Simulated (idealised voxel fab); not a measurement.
This section sets out a process module, namely voxel quadruple lines.
The width of the displayed cross-section, cut, is 260 nm; its cells are square, with a size of 5 nm.
Just so we're on the same page, the cross-sections are grids of square cells, and they're listed out in bands top to bottom, each band one or more rows deep.
This entry defines a band. It first specifies the height of the band's top and the height of its bottom in nm, and then specifies the band's materials from left to right, stating each material with its width in nm. The word "full width" identifies a single material that fills the band from edge to edge, while the word "blank" identifies empty space.
Beneath 0, the wafer as received is one material, and that level is where height counting begins. The lowest band goes on downward without a bottom; it is written like "0..down".
A width such as "30..40" changes by the same amount from each row of cells to the next, from the band's top row to its bottom row.
It should be understood that the words "remains unaltered", when stated for a given step, signify that the cross-section underwent no change in any of its cells during that step.
Reported under the label "Non-vented voids" are the empty spaces having no open way to the top and comprising 8 cells or more; the notation for each is width x height at distance, in which the distance is measured from the left edge and all three values are in nm.
Step line, after settings: the simulator's comment on this step.
What "overlay nm" on a step's line means: if the step has a mask, that mask lay this far to the right of its planned place, or, when the value is negative, to the left.
# Steps planned for the process
1: RECEIVE (material Si)
2: CONFORMAL_DEP (material SiO2; thk nm 10)
3: DIRECTIONAL_DEP (material Ru; thk nm 10)
4: DIRECTIONAL_DEP (material polySi; thk nm 20)
5: DIRECTIONAL_DEP (material aC; thk nm 20)
6: PATTERN (tone cover; mask id MANDREL; material resist; width nm 35; pitch nm 100; thk nm 30; overlay nm -15)
7: DIRECTIONAL_ETCH (etch materials aC; depth nm 20)
8: STRIP (etch materials resist)
9: CONFORMAL_DEP (material SiO2; thk nm 15)
10: DIRECTIONAL_ETCH (etch materials SiO2; depth nm 15)
11: STRIP (etch materials aC)
12: DIRECTIONAL_ETCH (etch materials polySi; depth nm 20)
13: STRIP (etch materials SiO2)
14: CONFORMAL_DEP (material SiCN; thk nm 10)
15: DIRECTIONAL_ETCH (etch materials SiCN; depth nm 10)
16: STRIP (etch materials polySi)
17: DIRECTIONAL_ETCH (etch materials Ru; depth nm 10)
18: STRIP (etch materials SiCN)
19: FILL_DEP (material lowk; thk nm 5)
20: CMP (height nm 20)
What sets these wafers apart? The overlay nm at step 6. They all start alike, and the plan carries the first wafer's value.
# Step 1 complete: as-received cross-section of the first of several wafers
  0..down = Si full width
  Non-vented voids: none
# First of several wafers in cross-section at module end, following the final step, step 20
  20..10 = lowk (20), Ru (10), lowk (15), Ru (10), lowk (15), Ru (10), lowk (15), Ru (10), lowk (15), Ru (10), lowk (15), Ru (10), lowk (15), Ru (10), lowk (15), Ru (10), lowk (55)
  10..0 = SiO2 full width
  0..down = Si full width
  Non-vented voids: none
# So this is the cross-section on the last wafer at the end of the module
  20..10 = lowk (50), Ru (10), lowk (15), Ru (10), lowk (15), Ru (10), lowk (15), Ru (10), lowk (15), Ru (10), lowk (15), Ru (10), lowk (15), Ru (10), lowk (15), Ru (10), lowk (25)
  10..0 = SiO2 full width
  0..down = Si full width
  Non-vented voids: none
# Below: a row per wafer. Contents at end of module: for every material, cells gained since receipt (+) or lost since receipt (-); then closed voids
overlay nm -15; +32 Ru; +104 SiO2; +72 lowk; Non-vented voids: none
overlay nm -10; +32 Ru; +104 SiO2; +72 lowk; Non-vented voids: none
overlay nm -5; +32 Ru; +104 SiO2; +72 lowk; Non-vented voids: none
overlay nm 0; +32 Ru; +104 SiO2; +72 lowk; Non-vented voids: none
overlay nm 5; +32 Ru; +104 SiO2; +72 lowk; Non-vented voids: none
overlay nm 10; +32 Ru; +104 SiO2; +72 lowk; Non-vented voids: none
overlay nm 15; +32 Ru; +104 SiO2; +72 lowk; Non-vented voids: none
